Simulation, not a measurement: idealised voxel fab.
The process module that follows is named voxel trench capacitor.
The figure presents cross-section cut, which has a width of 145 nm and is divided into square cells with an edge length of 5 nm.
The cross-sections in this document take the form of a grid made of square cells. They are written out as bands, in order from top to bottom. Each band consists of one or more rows of cells. Basically the band line says how high the top is and how high the bottom is, in nm, and then what's in it from left to right, every material with its width in nm. Empty space shows up as "empty", and if a single material carries "everywhere" it runs the full band edge to edge. Heights are expressed relative to 0, this being the level below which the as-received wafer comprises one material exclusively. The lowest band is unbounded in the downward direction and is denoted as in "0 nm and below". Quick explanation for "30..40": the width changes in equal steps down the rows of cells, from the first number in the band's top row to the second number in its bottom row. Take "nothing was modified" at face value: in the step it is given for, the cross-section changed in none of its cells. The list in "Enclosed void catalog" covers empty spaces of 8 cells or more that cannot reach the top through any open way, and it gives each as width x height at distance; the distance is from the left edge, and width, height and distance are in nm. If you see something after the settings on a step's line, that's the simulator's own remark about that step. overlay nm: how far to the right of its planned place the mask lay on this masked step (negative: to the left).
-- plan
1. RECEIVE: material Si
2. CONFORMAL_DEP: material SiN, thk nm 5
3. DIRECTIONAL_DEP: material aC, thk nm 15
4. PATTERN: tone open, mask id TRENCH, material resist, width nm 20, pitch nm 35, thk nm 35, overlay nm -15
5. DIRECTIONAL_ETCH: etch materials aC, depth nm 15
6. STRIP: etch materials resist
7. DIRECTIONAL_ETCH: etch materials SiN, depth nm 5
8. DIRECTIONAL_ETCH: etch materials Si, depth nm 35
9. STRIP: etch materials aC
10. CONFORMAL_DEP: material SiO2, thk nm 5
11. FILL_DEP: material polySi, thk nm 10
12. CMP: height nm 5
All wafers enter the flow in the same state. The overlay nm at step 4 differs from wafer to wafer, and the plan gives the value for the first wafer.
-- The as-received cross-section of the first of several wafers corresponds to the state after step 1
  0 nm and below  Si everywhere
  Enclosed void catalog: none
-- wafer rows; end of module; cells per material since receipt: (+) gained, (-) lost; then closed voids
overlay nm -15; -56 Si; +21 SiN; +36 SiO2; +28 polySi; Enclosed void catalog: none
overlay nm -10; -56 Si; +21 SiN; +36 SiO2; +28 polySi; Enclosed void catalog: none
overlay nm -5; -56 Si; +21 SiN; +36 SiO2; +28 polySi; Enclosed void catalog: none
overlay nm 0; -56 Si; +21 SiN; +36 SiO2; +28 polySi; Enclosed void catalog: none
overlay nm 5; -56 Si; +21 SiN; +36 SiO2; +28 polySi; Enclosed void catalog: none
overlay nm 10; -56 Si; +21 SiN; +36 SiO2; +28 polySi; Enclosed void catalog: none
overlay nm 15; -56 Si; +21 SiN; +36 SiO2; +28 polySi; Enclosed void catalog: none
